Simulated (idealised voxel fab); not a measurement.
This section sets out a process module, namely voxel air gaps.
The figure presents cross-section cut, which has a width of 265 nm and is divided into square cells with an edge length of 5 nm.
Cross-section, as written here: a square-cell grid given band by band from the top down, where a band holds one or more rows of cells.
In this notation a band is specified by the heights of its top and bottom, in that order and in nm, after which its materials appear from left to right, each paired with its width in nm. The word "edge to edge" attached to a single material means that material fills the band from edge to edge; the word "blank" stands for empty space.
For the purposes of this specification, 0 denotes the height below which the wafer in its as-received condition is composed wholly of one material, and the lowermost band, lacking a lower limit, extends downward without end, as expressed in "0..down".
The width entry "30..40" should be interpreted row by row: the top row of cells in the band takes the first number, the bottom row takes the second number, and the change between adjacent rows is uniform throughout.
"nothing altered" means the step left every cell of the cross-section as it was.
Enclosed voids (no open way to top), threshold 8 cells or more, entry "Sealed void list", notation width x height at distance, distance from left edge, nm.
Formally, on a step line, whatever follows the settings is a remark that the simulator itself makes on the step.
overlay nm: mask offset rightward from planned place, masked step; negative means leftward offset.

The planned process steps are enumerated hereunder:
| 1 | RECEIVE with material Si |
| 2 | CONFORMAL_DEP with material SiO2, thk nm 10 |
| 3 | CONFORMAL_DEP with material SiN, thk nm 5 |
| 4 | DIRECTIONAL_DEP with material lowk, thk nm 40 |
| 5 | PATTERN with tone open, mask id LINES, material resist, width nm 20, pitch nm 45, thk nm 15, overlay nm -15 |
| 6 | DIRECTIONAL_ETCH with etch materials lowk, depth nm 40 |
| 7 | STRIP with etch materials resist |
| 8 | CONFORMAL_DEP with material TiN, thk nm 5 |
| 9 | FILL_DEP with material Cu, thk nm 5 |
| 10 | CMP with height nm 55 |
| 11 | EPI with material Ru, thk nm 10 |
| 12 | SELECTIVE_ETCH with etch materials lowk, depth nm 50 |
| 13 | CONFORMAL_DEP with material SiN, thk nm 5 |
For this document, wafers share an identical start and vary in the step 5 overlay nm; the plan quotes the first wafer's value.

Sectional view: first of several wafers, as received, after step 1:
* 0..down  Si edge to edge
* Sealed void list: none

Take a look at the first of several wafers in cross-section: the module is done, and step 13 was its last step:
* 70..65  blank 25 nm; SiN 185 nm; blank 55 nm
* 65..55  blank 25 nm; SiN 5 nm; Ru 40 nm; SiN 5 nm; Ru 40 nm; SiN 5 nm; Ru 40 nm; SiN 5 nm; Ru 40 nm; SiN 5 nm; blank 55 nm
* 55..50  blank 25 nm; SiN 15 nm; TiN 5 nm; Cu 10 nm; TiN 5 nm; SiN 25 nm; TiN 5 nm; Cu 10 nm; TiN 5 nm; SiN 25 nm; TiN 5 nm; Cu 10 nm; TiN 5 nm; SiN 25 nm; TiN 5 nm; Cu 10 nm; TiN 5 nm; SiN 15 nm; blank 55 nm
* 50..20  blank 35 nm; SiN 5 nm; TiN 5 nm; Cu 10 nm; TiN 5 nm; SiN 5 nm; blank 15 nm; SiN 5 nm; TiN 5 nm; Cu 10 nm; TiN 5 nm; SiN 5 nm; blank 15 nm; SiN 5 nm; TiN 5 nm; Cu 10 nm; TiN 5 nm; SiN 5 nm; blank 15 nm; SiN 5 nm; TiN 5 nm; Cu 10 nm; TiN 5 nm; SiN 5 nm; blank 65 nm
* 20..15  SiN 40 nm; TiN 20 nm; SiN 25 nm; TiN 20 nm; SiN 25 nm; TiN 20 nm; SiN 25 nm; TiN 20 nm; SiN 70 nm
* 15..10  SiN edge to edge
* 10..0  SiO2 edge to edge
* 0..down  Si edge to edge
* Sealed void list: 15 x 30 at 65; 15 x 30 at 110; 15 x 30 at 155

Sectional view of the last wafer upon completion of the module:
* 70..65  blank 55 nm; SiN 185 nm; blank 25 nm
* 65..55  blank 55 nm; SiN 5 nm; Ru 40 nm; SiN 5 nm; Ru 40 nm; SiN 5 nm; Ru 40 nm; SiN 5 nm; Ru 40 nm; SiN 5 nm; blank 25 nm
* 55..50  blank 55 nm; SiN 15 nm; TiN 5 nm; Cu 10 nm; TiN 5 nm; SiN 25 nm; TiN 5 nm; Cu 10 nm; TiN 5 nm; SiN 25 nm; TiN 5 nm; Cu 10 nm; TiN 5 nm; SiN 25 nm; TiN 5 nm; Cu 10 nm; TiN 5 nm; SiN 15 nm; blank 25 nm
* 50..20  blank 65 nm; SiN 5 nm; TiN 5 nm; Cu 10 nm; TiN 5 nm; SiN 5 nm; blank 15 nm; SiN 5 nm; TiN 5 nm; Cu 10 nm; TiN 5 nm; SiN 5 nm; blank 15 nm; SiN 5 nm; TiN 5 nm; Cu 10 nm; TiN 5 nm; SiN 5 nm; blank 15 nm; SiN 5 nm; TiN 5 nm; Cu 10 nm; TiN 5 nm; SiN 5 nm; blank 35 nm
* 20..15  SiN 70 nm; TiN 20 nm; SiN 25 nm; TiN 20 nm; SiN 25 nm; TiN 20 nm; SiN 25 nm; TiN 20 nm; SiN 40 nm
* 15..10  SiN edge to edge
* 10..0  SiO2 edge to edge
* 0..down  Si edge to edge
* Sealed void list: 15 x 30 at 95; 15 x 30 at 140; 15 x 30 at 185

Rows = wafers. At module end, each row lists per material the cells gained (+) or lost (-) since the wafer was received, then the closed voids:
overlay nm -15; +56 Cu; +64 Ru; +206 SiN; +106 SiO2; +72 TiN; Sealed void list: 15 x 30 at 65; 15 x 30 at 110; 15 x 30 at 155
overlay nm -10; +56 Cu; +64 Ru; +206 SiN; +106 SiO2; +72 TiN; Sealed void list: 15 x 30 at 70; 15 x 30 at 115; 15 x 30 at 160
overlay nm -5; +56 Cu; +64 Ru; +206 SiN; +106 SiO2; +72 TiN; Sealed void list: 15 x 30 at 75; 15 x 30 at 120; 15 x 30 at 165
overlay nm 0; +56 Cu; +64 Ru; +206 SiN; +106 SiO2; +72 TiN; Sealed void list: 15 x 30 at 80; 15 x 30 at 125; 15 x 30 at 170
overlay nm 5; +56 Cu; +64 Ru; +206 SiN; +106 SiO2; +72 TiN; Sealed void list: 15 x 30 at 85; 15 x 30 at 130; 15 x 30 at 175
overlay nm 10; +56 Cu; +64 Ru; +206 SiN; +106 SiO2; +72 TiN; Sealed void list: 15 x 30 at 90; 15 x 30 at 135; 15 x 30 at 180
overlay nm 15; +56 Cu; +64 Ru; +206 SiN; +106 SiO2; +72 TiN; Sealed void list: 15 x 30 at 95; 15 x 30 at 140; 15 x 30 at 185
